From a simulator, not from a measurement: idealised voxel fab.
process module | voxel trench capacitor
cross-section cut | 275 nm wide | cells 5 nm
A cross-section is a grid of square cells, given in bands from the top down. A band is one or more rows of cells.
Each band's line starts with the height of the band's top and of its bottom, in nm. Then come its materials from left to right, each with its width in nm. One material with "throughout" fills the band from edge to edge. "air" is empty space.
Height 0 is the level under which the wafer as received is all one material. The lowest band goes on downwards, as in "0 down".
A width such as "30 to 40" changes by the same amount from each row of cells to the next, from the band's top row to its bottom row.
"no change" after a step means that no cell of the cross-section changed.
closed voids: empty space of 8 cells or more with no open way to the top, each as width x height at its distance from the left edge, in nm
after a step's settings: what the simulator itself notes on the step
overlay nm, on a step with a mask: how far to the right of its planned place the mask lay; to the left if negative
plan
1 op RECEIVE | material Si
2 op CONFORMAL_DEP | material SiN | thk nm 10
3 op PATTERN | tone open | mask id TRENCH | material resist | width nm 20 | pitch nm 50 | thk nm 15 | overlay nm 0
4 op DIRECTIONAL_ETCH | etch materials SiN | depth nm 10
5 op DIRECTIONAL_ETCH | etch materials Si | depth nm 30
6 op STRIP | etch materials resist
7 op CONFORMAL_DEP | material Al2O3 | thk nm 5
8 op FILL_DEP | material polySi | thk nm 10
9 op CMP | height nm 10
as received, after step 1
  0 down: Si throughout
  closed voids: none
a wafer at the end: this start, this plan, one mistake
  10 to 0: SiN 105 | polySi 10 | SiN 40 | polySi 10 | SiN 110
  0 to -25: Si 100 | SiN 5 | polySi 10 | SiN 5 | Si 30 | SiN 5 | polySi 10 | SiN 5 | Si 105
  -25 to -30: Si 100 | SiN 20 | Si 30 | SiN 20 | Si 105
  -30 down: Si throughout
  closed voids: none
what went wrong: step 7 ran as: op CONFORMAL_DEP | material SiN | thk nm 5
